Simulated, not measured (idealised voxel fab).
The document below concerns the process module designated voxel fin reveal.
Displayed cross-section: cut, width of 265 nm, square cells sized 5 nm.
Bands, listed from the top down, are how a cross-section gets written in this document; the cross-section itself is a grid of square cells, and a band is one or more rows of them. Band: top height; bottom height; in nm. Then, left to right: material with width in nm, for each material. "full width": a single material spanning edge to edge. "blank": empty space. Zero point of the height axis is 0; under it, received wafer = one material. Lowest band: continues down indefinitely, "top 0, no bottom". Quick explanation for "30->40": the width changes in equal steps down the rows of cells, from the first number in the band's top row to the second number in its bottom row. Key: "everything unchanged" - step with no changed cell in the cross-section. The list in "Closed-off voids" covers empty spaces of 8 cells or more that cannot reach the top through any open way, and it gives each as width x height at distance; the distance is from the left edge, and width, height and distance are in nm. Read whatever lies past the settings on a step's line as the simulator's own remark about the step. "overlay nm" answers the question of how far to the right of plan the mask lay on a step that has a mask, and when it is negative the answer is to the left.

**Listed below are the process steps as planned**
step 1: op RECEIVE | material Si
step 2: op CONFORMAL_DEP | material SiN | thk nm 10
step 3: op DIRECTIONAL_DEP | material aC | thk nm 15
step 4: op PATTERN | tone cover | mask id FINS | material resist | width nm 15 | pitch nm 40 | thk nm 35 | overlay nm 0
step 5: op DIRECTIONAL_ETCH | etch materials aC | depth nm 15
step 6: op STRIP | etch materials resist
step 7: op DIRECTIONAL_ETCH | etch materials SiN | depth nm 10
step 8: op DIRECTIONAL_ETCH | etch materials Si | depth nm 30
step 9: op STRIP | etch materials aC
step 10: op OXIDIZE | depth nm 5
step 11: op FILL_DEP | material SiO2 | thk nm 10
step 12: op CMP | height nm 10
step 13: op SELECTIVE_ETCH | etch materials SiO2 | depth nm 30
step 14: op STRIP | etch materials SiN
step 15: op CONFORMAL_DEP | material SiO2 | thk nm 5

**As received (post step 1): cross-section**
  top 0, no bottom  Si full width
  Closed-off voids: none

**Cross-section taken at module completion on the first of two wafers; processed per the plan**
  top 5, bottom 0  blank (85), then SiO2 (15), then blank (25), then SiO2 (15), then blank (25), then SiO2 (15), then blank (85)
  top 0, bottom -15  blank (85), then SiO2 (5), then Si (5), then SiO2 (5), then blank (25), then SiO2 (5), then Si (5), then SiO2 (5), then blank (25), then SiO2 (5), then Si (5), then SiO2 (5), then blank (85)
  top -15, bottom -35  SiO2 (90), then Si (5), then SiO2 (35), then Si (5), then SiO2 (35), then Si (5), then SiO2 (90)
  top -35, no bottom  Si full width
  Closed-off voids: none

**Wafer two, end of module, cross-section. Same start, same plan as wafer one. One mistake in the run**
  top 5, bottom 0  blank (85), then SiO2 (15), then blank (25), then SiO2 (15), then blank (25), then SiO2 (15), then blank (85)
  top 0, bottom -15  blank (85), then SiO2 (5), then Si (5), then SiO2 (5), then blank (25), then SiO2 (5), then Si (5), then SiO2 (5), then blank (25), then SiO2 (5), then Si (5), then SiO2 (5), then blank (85)
  top -15, bottom -65  SiO2 (90), then Si (5), then SiO2 (35), then Si (5), then SiO2 (35), then Si (5), then SiO2 (90)
  top -65, no bottom  Si full width
  Closed-off voids: none
Run error: step 8 from the plan got run twice
The closing comparison, in cells, has the second wafer with more or fewer of some materials than the first: -300 Si | +300 SiO2
